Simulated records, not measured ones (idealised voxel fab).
Process module name: voxel released beams
The cross-section on display is named cut; it measures 175 nm wide, and its cells are 5 nm squares.
For the purposes of this document, a cross-section shall be understood as a grid of square cells, specified as bands listed in top-to-bottom order, each band consisting of one or more rows of cells.
This entry defines a band. It first specifies the height of the band's top and the height of its bottom in nm, and then specifies the band's materials from left to right, stating each material with its width in nm. The word "edge to edge" identifies a single material that fills the band from edge to edge, while the word "blank" identifies empty space.
Convention: height 0 is the level below which the wafer, as received, is all one material. The lowest band does not terminate at the bottom but continues downward, represented as "from 0 down".
The two numbers in a width such as "30..40" mark its ends across the band: the first belongs to the top row of cells, the second to the bottom row, and from each row to the next the width moves by the same amount.
The cross-section has no changed cell in any step marked "nothing was modified".
Empty spaces counting at least 8 cells and having no open way to the top are listed in "Fully sealed cavities". The notation width x height at distance is used for each, the distance being from the left edge and all three values in nm.
Where a step's line continues beyond its settings, the continuation is a remark by the simulator itself on that step.
overlay nm: step with mask; distance mask lay right of planned place; negative value = left of planned place.
Planned step list for the process:
1. RECEIVE, material Si
2. CONFORMAL_DEP, material SiN, thk nm 10
3. DIRECTIONAL_DEP, material SiO2, thk nm 15
4. PATTERN, tone open, mask id ANCHOR, material resist, width nm 35, thk nm 20, overlay nm 0
5. DIRECTIONAL_ETCH, etch materials SiO2, depth nm 15
6. STRIP, etch materials resist
7. CONFORMAL_DEP, material W, thk nm 15
8. MASKED_ETCH, tone cover, mask id BEAM, width nm 110, etch materials W, depth nm 15, overlay nm 0
9. STRIP, etch materials SiO2
The plan's step 4 width nm is the first wafer's value; the wafers differ in this setting and start identical.
First wafer of several, as received: cross-section after step 1:
- from 0 down | Si edge to edge
- Fully sealed cavities: none
Here is how to read the rows: every wafer has a row, and it shows the wafer at the end of the module, giving for each material how many cells were gained (+) or lost (-) since the wafer was received, then listing its closed voids:
width nm 35, +70 SiN, +84 W, Fully sealed cavities: none
width nm 40, +70 SiN, +84 W, Fully sealed cavities: none
width nm 45, +70 SiN, +84 W, Fully sealed cavities: none
width nm 50, +70 SiN, +84 W, Fully sealed cavities: none
width nm 55, +70 SiN, +84 W, Fully sealed cavities: none
width nm 60, +70 SiN, +84 W, Fully sealed cavities: none
